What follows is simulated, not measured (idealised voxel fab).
The process module that follows is named voxel wiring stack.
It is cross-section cut that appears here, measuring 235 nm in width, its square cells being 5 nm in size.
This document writes a cross-section as a grid whose cells are square, and gives it as bands, listed from the top down; one or more rows of cells form a band. Within each band entry, the heights of the top and of the bottom of the band appear first, in that order and in nm; the materials of the band then follow from left to right, each with its corresponding width in nm. The designation "throughout" on a single material indicates that it fills the band from edge to edge; the designation "empty" indicates empty space. Heights from 0 (as-received wafer is one material below). Bottom band endless downward, as "from 0 down". Top row gets the first number, bottom row gets the second, and each row in between changes by the same step: that is how a band width like "30..40" works. What does "remained the same" mean for a step? It means no cell of the cross-section changed in that step. "Non-vented voids": empty spaces of 8 cells or more with no open way to the top, each given as width x height at distance, distance from the left edge, all in nm. Whatever follows a step's settings on its line is a remark the simulator itself makes about that step. Steps that use a mask can have "overlay nm" on their line. It says how far the mask sat to the right of where it was meant to be. Negative means to the left.

Steps planned for the process:
1) RECEIVE: material Si
2) CONFORMAL_DEP: material SiO2, thk nm 10
3) DIRECTIONAL_DEP: material TiN, thk nm 5
4) DIRECTIONAL_DEP: material W, thk nm 15
5) MASKED_ETCH: tone cover, mask id METAL_1, width nm 20, pitch nm 50, etch materials W, depth nm 15, overlay nm 0
6) MASKED_ETCH: tone cover, mask id METAL_1, width nm 20, pitch nm 50, etch materials TiN, depth nm 5, overlay nm 0
7) FILL_DEP: material SiO2, thk nm 10
8) CMP: height nm 30
9) CONFORMAL_DEP: material SiCN, thk nm 5
10) DIRECTIONAL_DEP: material lowk, thk nm 25
11) MASKED_ETCH: tone open, mask id METAL_2, width nm 20, pitch nm 50, etch materials lowk, depth nm 15, overlay nm 0
12) PATTERN: tone open, mask id METAL_2_HOLES, material resist, width nm 15, pitch nm 50, thk nm 15, overlay nm 0
13) DIRECTIONAL_ETCH: etch materials lowk, depth nm 10
14) DIRECTIONAL_ETCH: etch materials SiCN, depth nm 5
15) STRIP: etch materials resist
16) CONFORMAL_DEP: material TiN, thk nm 5
17) FILL_DEP: material Ru, thk nm 5
18) CMP: height nm 50
19) CONFORMAL_DEP: material SiCN, thk nm 5
20) DIRECTIONAL_DEP: material SiO2, thk nm 20
21) MASKED_ETCH: tone open, mask id PLUG_2, width nm 15, pitch nm 100, etch materials SiO2, depth nm 20, overlay nm 0
22) MASKED_ETCH: tone open, mask id PLUG_2, width nm 15, pitch nm 100, etch materials SiCN, depth nm 5, overlay nm 0
23) CONFORMAL_DEP: material TiN, thk nm 5
24) FILL_DEP: material Cu, thk nm 5
25) CMP: height nm 85
26) CONFORMAL_DEP: material SiN, thk nm 5
27) DIRECTIONAL_DEP: material lowk, thk nm 20
28) DIRECTIONAL_DEP: material aC, thk nm 10
29) PATTERN: tone open, mask id METAL_3, material resist, width nm 20, pitch nm 50, thk nm 30, overlay nm 0
30) DIRECTIONAL_ETCH: etch materials aC, depth nm 10
31) STRIP: etch materials resist
32) DIRECTIONAL_ETCH: etch materials lowk, depth nm 20
33) DIRECTIONAL_ETCH: etch materials SiN, depth nm 5
34) STRIP: etch materials aC
35) CONFORMAL_DEP: material TiN, thk nm 5
36) FILL_DEP: material Cu, thk nm 5
37) CMP: height nm 110
38) EPI: material Ru, thk nm 5
39) FILL_DEP: material SiCN, thk nm 5
The height nm used in step 18 is not the same on every wafer, whereas the starting condition is; the value printed in the plan is the first wafer's.

Cross-section, first of several wafers, as delivered after step 1:
  from 0 down = Si throughout
  Non-vented voids: none

Cross-section of the first of several wafers, taken after step 39, where the module ends:
  from 120 to 115 = SiCN throughout
  from 115 to 110 = SiCN: 25 | Ru: 30 | SiCN: 20 | Ru: 30 | SiCN: 20 | Ru: 30 | SiCN: 20 | Ru: 30 | SiCN: 30
  from 110 to 90 = lowk: 30 | TiN: 5 | Cu: 10 | TiN: 5 | lowk: 30 | TiN: 5 | Cu: 10 | TiN: 5 | lowk: 30 | TiN: 5 | Cu: 10 | TiN: 5 | lowk: 30 | TiN: 5 | Cu: 10 | TiN: 5 | lowk: 35
  from 90 to 85 = SiN: 30 | TiN: 20 | SiN: 30 | TiN: 20 | SiN: 30 | TiN: 20 | SiN: 30 | TiN: 20 | SiN: 35
  from 85 to 80 = Cu throughout
  from 80 to 75 = TiN: 35 | Cu: 5 | TiN: 95 | Cu: 5 | TiN: 95
  from 75 to 55 = SiO2: 30 | TiN: 5 | Cu: 5 | TiN: 5 | SiO2: 85 | TiN: 5 | Cu: 5 | TiN: 5 | SiO2: 90
  from 55 to 50 = SiCN: 30 | TiN: 15 | SiCN: 85 | TiN: 15 | SiCN: 90
  from 50 to 45 = lowk: 30 | TiN: 5 | Ru: 5 | TiN: 10 | lowk: 30 | TiN: 5 | Ru: 5 | TiN: 10 | lowk: 30 | TiN: 5 | Ru: 5 | TiN: 10 | lowk: 30 | TiN: 5 | Ru: 5 | TiN: 10 | lowk: 35
  from 45 to 35 = lowk: 30 | TiN: 5 | Ru: 5 | TiN: 5 | lowk: 35 | TiN: 5 | Ru: 5 | TiN: 5 | lowk: 35 | TiN: 5 | Ru: 5 | TiN: 5 | lowk: 35 | TiN: 5 | Ru: 5 | TiN: 5 | lowk: 40
  from 35 to 30 = SiCN: 30 | TiN: 15 | SiCN: 35 | TiN: 15 | SiCN: 35 | TiN: 15 | SiCN: 35 | TiN: 15 | SiCN: 40
  from 30 to 15 = SiO2: 30 | W: 20 | SiO2: 30 | W: 20 | SiO2: 30 | W: 20 | SiO2: 30 | W: 20 | SiO2: 35
  from 15 to 10 = SiO2: 30 | TiN: 20 | SiO2: 30 | TiN: 20 | SiO2: 30 | TiN: 20 | SiO2: 30 | TiN: 20 | SiO2: 35
  from 10 to 0 = SiO2 throughout
  from 0 down = Si throughout
  Non-vented voids: none

End of module: cross-section, last of several wafers:
  from 120 to 115 = SiCN throughout
  from 115 to 110 = SiCN: 25 | Ru: 30 | SiCN: 20 | Ru: 30 | SiCN: 20 | Ru: 30 | SiCN: 20 | Ru: 30 | SiCN: 30
  from 110 to 90 = lowk: 30 | TiN: 5 | Cu: 10 | TiN: 5 | lowk: 30 | TiN: 5 | Cu: 10 | TiN: 5 | lowk: 30 | TiN: 5 | Cu: 10 | TiN: 5 | lowk: 30 | TiN: 5 | Cu: 10 | TiN: 5 | lowk: 35
  from 90 to 85 = SiN: 30 | TiN: 20 | SiN: 30 | TiN: 20 | SiN: 30 | TiN: 20 | SiN: 30 | TiN: 20 | SiN: 35
  from 85 to 75 = SiO2: 30 | TiN: 5 | Cu: 5 | TiN: 5 | SiO2: 85 | TiN: 5 | Cu: 5 | TiN: 5 | SiO2: 90
  from 75 to 70 = SiCN: 30 | TiN: 15 | SiCN: 85 | TiN: 15 | SiCN: 90
  from 70 to 65 = Ru throughout
  from 65 to 60 = TiN: 35 | Ru: 10 | TiN: 40 | Ru: 10 | TiN: 40 | Ru: 10 | TiN: 40 | Ru: 10 | TiN: 40
  from 60 to 50 = lowk: 30 | TiN: 5 | Ru: 10 | TiN: 5 | lowk: 30 | TiN: 5 | Ru: 10 | TiN: 5 | lowk: 30 | TiN: 5 | Ru: 10 | TiN: 5 | lowk: 30 | TiN: 5 | Ru: 10 | TiN: 5 | lowk: 35
  from 50 to 45 = lowk: 30 | TiN: 5 | Ru: 5 | TiN: 10 | lowk: 30 | TiN: 5 | Ru: 5 | TiN: 10 | lowk: 30 | TiN: 5 | Ru: 5 | TiN: 10 | lowk: 30 | TiN: 5 | Ru: 5 | TiN: 10 | lowk: 35
  from 45 to 35 = lowk: 30 | TiN: 5 | Ru: 5 | TiN: 5 | lowk: 35 | TiN: 5 | Ru: 5 | TiN: 5 | lowk: 35 | TiN: 5 | Ru: 5 | TiN: 5 | lowk: 35 | TiN: 5 | Ru: 5 | TiN: 5 | lowk: 40
  from 35 to 30 = SiCN: 30 | TiN: 15 | SiCN: 35 | TiN: 15 | SiCN: 35 | TiN: 15 | SiCN: 35 | TiN: 15 | SiCN: 40
  from 30 to 15 = SiO2: 30 | W: 20 | SiO2: 30 | W: 20 | SiO2: 30 | W: 20 | SiO2: 30 | W: 20 | SiO2: 35
  from 15 to 10 = SiO2: 30 | TiN: 20 | SiO2: 30 | TiN: 20 | SiO2: 30 | TiN: 20 | SiO2: 30 | TiN: 20 | SiO2: 35
  from 10 to 0 = SiO2 throughout
  from 0 down = Si throughout
  Non-vented voids: none

Every row in this table is a wafer at the end of the module, and it gives, for each of the materials, the cells that wafer has gained (+) or lost (-) since it was received, then its closed voids:
height nm 50 | +89 Cu | +36 Ru | +146 SiCN | +31 SiN | +382 SiO2 | +171 TiN | +48 W | +225 lowk | Non-vented voids: none
height nm 55 | +42 Cu | +44 Ru | +146 SiCN | +31 SiN | +382 SiO2 | +179 TiN | +48 W | +256 lowk | Non-vented voids: none
height nm 60 | +40 Cu | +52 Ru | +146 SiCN | +31 SiN | +382 SiO2 | +142 TiN | +48 W | +287 lowk | Non-vented voids: none
height nm 65 | +38 Cu | +60 Ru | +146 SiCN | +31 SiN | +341 SiO2 | +177 TiN | +48 W | +287 lowk | Non-vented voids: none
height nm 70 | +36 Cu | +107 Ru | +146 SiCN | +31 SiN | +300 SiO2 | +173 TiN | +48 W | +287 lowk | Non-vented voids: none
